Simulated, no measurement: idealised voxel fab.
Module name: voxel lift off (process module)
cross-section cut | 260 nm wide | cells 5 nm
Notation: cross-section as square-cell grid; stated in bands, top first, going down; one or more cell rows per band.
Read a band's entry like this: the first values are the height of its top and the height of its bottom in nm, and what follows is the sequence of materials from left to right, each with its width in nm. Note that "air" is empty space, and that a single material marked "throughout" reaches across the band from edge to edge.
It should be noted that heights are counted from 0, beneath which the wafer as supplied is of one material throughout, and that the lowest band possesses no lower boundary but continues downward, as written in "0 -> down".
When a width is written as two numbers, as in "30->40", the first number is the width in the top row of cells of the band and the second is the width in its bottom row, and the width changes by the same amount from each row to the next.
Step marked "nothing different"? Then no cell in the cross-section changed in it.
Empty spaces without an open route to the top, at least 8 cells in extent, make up the entry "Fully closed voids"; each is given as width x height at distance, where the distance is measured from the left edge, and all are in nm.
after a step's settings: what the simulator itself notes on the step
"overlay nm" on a masked step: distance the mask lay right of its planned place, negative for left.
-- Here's what the planned process steps look like
1. RECEIVE,material Si
2. CONFORMAL_DEP,material SiN,thk nm 15
3. PATTERN,tone open,mask id LINES,material resist,width nm 25,pitch nm 50,thk nm 30,overlay nm -15
4. DIRECTIONAL_DEP,material Ru,thk nm 15
5. STRIP,etch materials resist
6. CONFORMAL_DEP,material SiCN,thk nm 5
The wafers in this document start out alike and differ in the overlay nm applied at step 3; the plan shows the value used for the first wafer.
-- Cross-section of the first of several wafers on receipt, reflecting completion of step 1
* 0 -> down | Si throughout
* Fully closed voids: none
-- Take any row and you have a wafer at the end of the module: how many cells of each material it has gained (+) or lost (-) since it was received, and then its closed voids
overlay nm -15; +45 Ru; +70 SiCN; +156 SiN; Fully closed voids: none
overlay nm -10; +45 Ru; +70 SiCN; +156 SiN; Fully closed voids: none
overlay nm -5; +45 Ru; +70 SiCN; +156 SiN; Fully closed voids: none
overlay nm 0; +45 Ru; +70 SiCN; +156 SiN; Fully closed voids: none
overlay nm 5; +45 Ru; +70 SiCN; +156 SiN; Fully closed voids: none
overlay nm 10; +45 Ru; +70 SiCN; +156 SiN; Fully closed voids: none
overlay nm 15; +45 Ru; +70 SiCN; +156 SiN; Fully closed voids: none
